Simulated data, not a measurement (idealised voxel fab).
process module | voxel self aligned contacts
cross-section cut | 165 nm wide | cells 5 nm
A cross-section is a grid of square cells, given in bands from the top down. A band is one or more rows of cells.
Each band's line starts with the height of the band's top and of its bottom, in nm. Then come its materials from left to right, each with its width in nm. One material with "throughout" fills the band from edge to edge. "air" is empty space.
Height 0 is the level under which the wafer as received is all one material. The lowest band goes on downwards, as in "0 down".
A width such as "30 to 40" changes by the same amount from each row of cells to the next, from the band's top row to its bottom row.
"no change" after a step means that no cell of the cross-section changed.
closed voids: empty space of 8 cells or more with no open way to the top, each as width x height at its distance from the left edge, in nm
after a step's settings: what the simulator itself notes on the step
overlay nm, on a step with a mask: how far to the right of its planned place the mask lay; to the left if negative
plan
1 op RECEIVE | material Si
2 op CONFORMAL_DEP | material SiO2 | thk nm 5
3 op DIRECTIONAL_DEP | material polySi | thk nm 20
4 op DIRECTIONAL_DEP | material SiN | thk nm 20
5 op DIRECTIONAL_DEP | material aC | thk nm 15
6 op PATTERN | tone cover | mask id GATE | material resist | width nm 30 | pitch nm 75 | thk nm 35 | overlay nm 0
7 op DIRECTIONAL_ETCH | etch materials aC | depth nm 15
8 op STRIP | etch materials resist
9 op DIRECTIONAL_ETCH | etch materials SiN | depth nm 20
10 op DIRECTIONAL_ETCH | etch materials polySi | depth nm 20
11 op STRIP | etch materials aC
12 op CONFORMAL_DEP | material SiN | thk nm 10
13 op DIRECTIONAL_ETCH | etch materials SiN | depth nm 10
14 op FILL_DEP | material SiO2 | thk nm 15
15 op CMP | height nm 55
16 op DIRECTIONAL_DEP | material aC | thk nm 10
17 op PATTERN | tone open | mask id CONTACT | material resist | width nm 55 | thk nm 30 | overlay nm 0
18 op DIRECTIONAL_ETCH | etch materials aC | depth nm 10
19 op STRIP | etch materials resist
20 op DIRECTIONAL_ETCH | etch materials SiO2 | depth nm 55
21 op STRIP | etch materials aC
22 op CONFORMAL_DEP | material TiN | thk nm 5
23 op FILL_DEP | material Ru | thk nm 10
24 op CMP | height nm 55
25 op CONFORMAL_DEP | material SiCN | thk nm 5
as received, after step 1
  0 down: Si throughout
  closed voids: none
a wafer at the end: this start, this plan, one mistake
  60 to 55: SiCN throughout
  55 to 30: SiO2 55 | TiN 5 | Ru 45 | TiN 5 | SiO2 55
  30 to 25: SiO2 55 | TiN 55 | SiO2 55
  25 to 5: polySi throughout
  5 to 0: SiO2 throughout
  0 down: Si throughout
  closed voids: none
what went wrong: step 4 ran as: op DIRECTIONAL_DEP | material SiO2 | thk nm 20
